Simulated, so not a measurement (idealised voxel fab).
voxel ribs on slabs: a process module
The cross-section on display is named cut; it measures 190 nm wide, and its cells are 5 nm squares.
This document writes a cross-section as a grid whose cells are square, and gives it as bands, listed from the top down; one or more rows of cells form a band.
Per band: top height and bottom height in nm, followed by the left-to-right materials and their widths in nm; "everywhere" marks a single material spanning edge to edge, "empty" marks empty space.
Heights are reckoned from 0. Under this level, the received wafer is all of one material. The bottommost band is open-ended downward, for example "0 and below".
Read "30 to 40" as a graded width: first number on top, second number at the bottom, same change between each pair of neighbouring rows.
Step marked "no alteration"? Then no cell in the cross-section changed in it.
If an empty space has no open way to the top and is at least 8 cells in size, "Sealed void list" lists it, written width x height at distance, where distance is measured from the left edge and every value is in nm.
Step line, after settings: the simulator's comment on this step.
overlay nm: right-of-plan distance of the mask on a masked step; negative values mean left-of-plan.

-- Planned process steps
1: RECEIVE (material Si)
2: DIRECTIONAL_DEP (material SiO2; thk nm 20)
3: DIRECTIONAL_DEP (material SiN; thk nm 20)
4: DIRECTIONAL_DEP (material aC; thk nm 15)
5: PATTERN (tone cover; mask id RIB; material resist; width nm 20; thk nm 30; overlay nm 0)
6: DIRECTIONAL_ETCH (etch materials aC; depth nm 15)
7: STRIP (etch materials resist)
8: DIRECTIONAL_ETCH (etch materials SiN; depth nm 10)
9: STRIP (etch materials aC)
10: PATTERN (tone cover; mask id SLAB; material resist; width nm 70; thk nm 15; overlay nm 0)
11: DIRECTIONAL_ETCH (etch materials SiN; depth nm 10)
12: STRIP (etch materials resist)
13: FILL_DEP (material SiO2; thk nm 30)
14: CMP (height nm 60)
15: DIRECTIONAL_DEP (material W; thk nm 5)
16: DIRECTIONAL_DEP (material aC; thk nm 15)
17: PATTERN (tone cover; mask id HEATER; material resist; width nm 30; thk nm 30; overlay nm 0)
18: DIRECTIONAL_ETCH (etch materials aC; depth nm 15)
19: STRIP (etch materials resist)
20: DIRECTIONAL_ETCH (etch materials W; depth nm 5)
21: STRIP (etch materials aC)
22: CONFORMAL_DEP (material SiN; thk nm 5)

-- First of two wafers, with the run carried out as planned

-- Incoming wafer, cross-sectional view, post step 1
0 and below | Si everywhere
Sealed void list: none

-- After step 2: wafer cross-section
20 down to 0 | SiO2 everywhere
All layers under 0 are left as they were.

-- After step 3: wafer cross-section
40 down to 20 | SiN everywhere
All layers under 20 are left as they were.

-- After step 4: wafer cross-section
55 down to 40 | aC everywhere
All layers under 40 are left as they were.

-- After step 5: wafer cross-section
85 down to 55 | empty=85; resist=20; empty=85
All layers under 55 are left as they were.

-- After step 6: wafer cross-section
70 down to 55 | empty=85; resist=20; empty=85
55 down to 40 | empty=85; aC=20; empty=85
All layers under 40 are left as they were.

-- After step 7: wafer cross-section
55 down to 40 | empty=85; aC=20; empty=85
All layers under 40 are left as they were.

-- After step 8: wafer cross-section
55 down to 40 | empty=85; aC=20; empty=85
40 down to 30 | empty=85; SiN=20; empty=85
All layers under 30 are left as they were.

-- After step 9: wafer cross-section
40 down to 30 | empty=85; SiN=20; empty=85
All layers under 30 are left as they were.

-- After step 10: wafer cross-section
55 down to 40 | empty=60; resist=70; empty=60
40 down to 30 | empty=60; resist=25; SiN=20; resist=25; empty=60
All layers under 30 are left as they were.

-- After step 11: wafer cross-section
55 down to 40 | empty=60; resist=70; empty=60
40 down to 30 | empty=60; resist=25; SiN=20; resist=25; empty=60
30 down to 20 | empty=60; SiN=70; empty=60
All layers under 20 are left as they were.

-- After step 12: wafer cross-section
40 down to 30 | empty=85; SiN=20; empty=85
All layers under 30 are left as they were.

-- After step 13: wafer cross-section
70 down to 40 | SiO2 everywhere
40 down to 30 | SiO2=85; SiN=20; SiO2=85
30 down to 20 | SiO2=60; SiN=70; SiO2=60
All layers under 20 are left as they were.

-- After step 14: wafer cross-section
60 down to 40 | SiO2 everywhere
All layers under 40 are left as they were.

-- After step 15: wafer cross-section
65 down to 60 | W everywhere
All layers under 60 are left as they were.

-- After step 16: wafer cross-section
80 down to 65 | aC everywhere
All layers under 65 are left as they were.

-- After step 17: wafer cross-section
110 down to 80 | empty=80; resist=30; empty=80
All layers under 80 are left as they were.

-- After step 18: wafer cross-section
95 down to 80 | empty=80; resist=30; empty=80
80 down to 65 | empty=80; aC=30; empty=80
All layers under 65 are left as they were.

-- After step 19: wafer cross-section
80 down to 65 | empty=80; aC=30; empty=80
All layers under 65 are left as they were.

-- After step 20: wafer cross-section
80 down to 65 | empty=80; aC=30; empty=80
65 down to 60 | empty=80; W=30; empty=80
All layers under 60 are left as they were.

-- After step 21: wafer cross-section
65 down to 60 | empty=80; W=30; empty=80
All layers under 60 are left as they were.

-- After step 22: wafer cross-section
70 down to 65 | empty=75; SiN=40; empty=75
65 down to 60 | SiN=80; W=30; SiN=80
All layers under 60 are left as they were.

-- For the second wafer, take the first wafer's start and plan, then add one mistake made in running it; everything through step 1, that step included, is shared with the first

-- The second wafer in cross-section, at the planned close of step 2
40 down to 0 | SiO2 everywhere
All layers under 0 are left as they were.

-- The second wafer in cross-section, at the planned close of step 3
60 down to 40 | SiN everywhere
All layers under 40 are left as they were.

-- The second wafer in cross-section, at the planned close of step 4
75 down to 60 | aC everywhere
All layers under 60 are left as they were.

-- The second wafer in cross-section, at the planned close of step 5
105 down to 75 | empty=85; resist=20; empty=85
All layers under 75 are left as they were.

-- The second wafer in cross-section, at the planned close of step 6
90 down to 75 | empty=85; resist=20; empty=85
75 down to 60 | empty=85; aC=20; empty=85
All layers under 60 are left as they were.

-- The second wafer in cross-section, at the planned close of step 7
75 down to 60 | empty=85; aC=20; empty=85
All layers under 60 are left as they were.

-- The second wafer in cross-section, at the planned close of step 8
75 down to 60 | empty=85; aC=20; empty=85
60 down to 50 | empty=85; SiN=20; empty=85
All layers under 50 are left as they were.

-- The second wafer in cross-section, at the planned close of step 9
60 down to 50 | empty=85; SiN=20; empty=85
All layers under 50 are left as they were.

-- The second wafer in cross-section, at the planned close of step 10
75 down to 60 | empty=60; resist=70; empty=60
60 down to 50 | empty=60; resist=25; SiN=20; resist=25; empty=60
All layers under 50 are left as they were.

-- The second wafer in cross-section, at the planned close of step 11
75 down to 60 | empty=60; resist=70; empty=60
60 down to 50 | empty=60; resist=25; SiN=20; resist=25; empty=60
50 down to 40 | empty=60; SiN=70; empty=60
All layers under 40 are left as they were.

-- The second wafer in cross-section, at the planned close of step 12
60 down to 50 | empty=85; SiN=20; empty=85
All layers under 50 are left as they were.

-- The second wafer in cross-section, at the planned close of step 13
90 down to 60 | SiO2 everywhere
60 down to 50 | SiO2=85; SiN=20; SiO2=85
50 down to 40 | SiO2=60; SiN=70; SiO2=60
All layers under 40 are left as they were.

-- The second wafer in cross-section, at the planned close of step 14
60 down to 50 | SiO2=85; SiN=20; SiO2=85
All layers under 50 are left as they were.

-- The second wafer in cross-section, at the planned close of step 15
65 down to 60 | W everywhere
All layers under 60 are left as they were.

-- The second wafer in cross-section, at the planned close of step 16
80 down to 65 | aC everywhere
All layers under 65 are left as they were.

-- The second wafer in cross-section, at the planned close of step 17
110 down to 80 | empty=80; resist=30; empty=80
All layers under 80 are left as they were.

-- The second wafer in cross-section, at the planned close of step 18
95 down to 80 | empty=80; resist=30; empty=80
80 down to 65 | empty=80; aC=30; empty=80
All layers under 65 are left as they were.

-- The second wafer in cross-section, at the planned close of step 19
80 down to 65 | empty=80; aC=30; empty=80
All layers under 65 are left as they were.

-- The second wafer in cross-section, at the planned close of step 20
80 down to 65 | empty=80; aC=30; empty=80
65 down to 60 | empty=80; W=30; empty=80
All layers under 60 are left as they were.

-- The second wafer in cross-section, at the planned close of step 21
65 down to 60 | empty=80; W=30; empty=80
All layers under 60 are left as they were.

-- The second wafer in cross-section, at the planned close of step 22
70 down to 65 | empty=75; SiN=40; empty=75
65 down to 60 | SiN=80; W=30; SiN=80
All layers under 60 are left as they were.
Run error: step 2 of the plan saw execution twice
By the end, you'd get the same cell count for each material on either wafer, but the second wafer puts them somewhere else.
